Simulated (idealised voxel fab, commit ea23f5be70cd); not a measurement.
process module | voxel ribs on slabs
cross-section cut | 285 nm wide | cells 5 nm
A cross-section is a grid of square cells, given in bands from the top down. A band is one or more rows of cells.
Each band's line starts with the height of the band's top and of its bottom, in nm. Then come its materials from left to right, each with its width in nm. One material with "throughout" fills the band from edge to edge. "air" is empty space.
Height 0 is the level under which the wafer as received is all one material. The lowest band goes on downwards, as in "0 down".
A width such as "30 to 40" changes by the same amount from each row of cells to the next, from the band's top row to its bottom row.
"no change" after a step means that no cell of the cross-section changed.
closed voids: empty space of 8 cells or more with no open way to the top, each as width x height at its distance from the left edge, in nm
after a step's settings: what the simulator itself notes on the step
overlay nm, on a step with a mask: how far to the right of its planned place the mask lay; to the left if negative
plan
1 op RECEIVE | material Si
2 op DIRECTIONAL_DEP | material SiO2 | thk nm 25
3 op DIRECTIONAL_DEP | material SiN | thk nm 20
4 op DIRECTIONAL_DEP | material aC | thk nm 10
5 op PATTERN | tone cover | mask id RIB | material resist | width nm 25 | thk nm 25 | overlay nm 0
6 op DIRECTIONAL_ETCH | etch materials aC | depth nm 10
7 op STRIP | etch materials resist
8 op DIRECTIONAL_ETCH | etch materials SiN | depth nm 5
9 op STRIP | etch materials aC
10 op DIRECTIONAL_DEP | material aC | thk nm 10
11 op PATTERN | tone cover | mask id SLAB | material resist | width nm 55 | thk nm 30 | overlay nm 0
12 op DIRECTIONAL_ETCH | etch materials aC | depth nm 10
13 op STRIP | etch materials resist
14 op DIRECTIONAL_ETCH | etch materials SiN | depth nm 15
15 op STRIP | etch materials aC
16 op FILL_DEP | material SiO2 | thk nm 15
17 op CMP | height nm 55
18 op DIRECTIONAL_DEP | material W | thk nm 5
19 op PATTERN | tone cover | mask id HEATER | material resist | width nm 35 | thk nm 20 | overlay nm 0
20 op DIRECTIONAL_ETCH | etch materials W | depth nm 5
21 op STRIP | etch materials resist
22 op CONFORMAL_DEP | material SiO2 | thk nm 5
as received, after step 1
  0 down: Si throughout
  closed voids: none
first wafer at the end, as planned
  65 to 60: air 120 | SiO2 45 | air 120
  60 to 55: SiO2 125 | W 35 | SiO2 125
  55 to 45: SiO2 throughout
  45 to 40: SiO2 130 | SiN 25 | SiO2 130
  40 to 25: SiO2 115 | SiN 55 | SiO2 115
  25 to 0: SiO2 throughout
  0 down: Si throughout
  closed voids: none
second wafer at the end: like start, like plan, one mistake
  65 to 60: air 120 | SiO2 50 | air 115
  60 to 55: SiO2 125 | W 40 | SiO2 120
  55 to 45: SiO2 throughout
  45 to 40: SiO2 130 | SiN 25 | SiO2 130
  40 to 25: SiO2 115 | SiN 55 | SiO2 115
  25 to 0: SiO2 throughout
  0 down: Si throughout
  closed voids: none
what went wrong: step 19 ran as: op PATTERN | tone cover | mask id HEATER | material resist | width nm 40 | thk nm 20 | overlay nm 0
at the end the second wafer has, in cells: 1 more of W
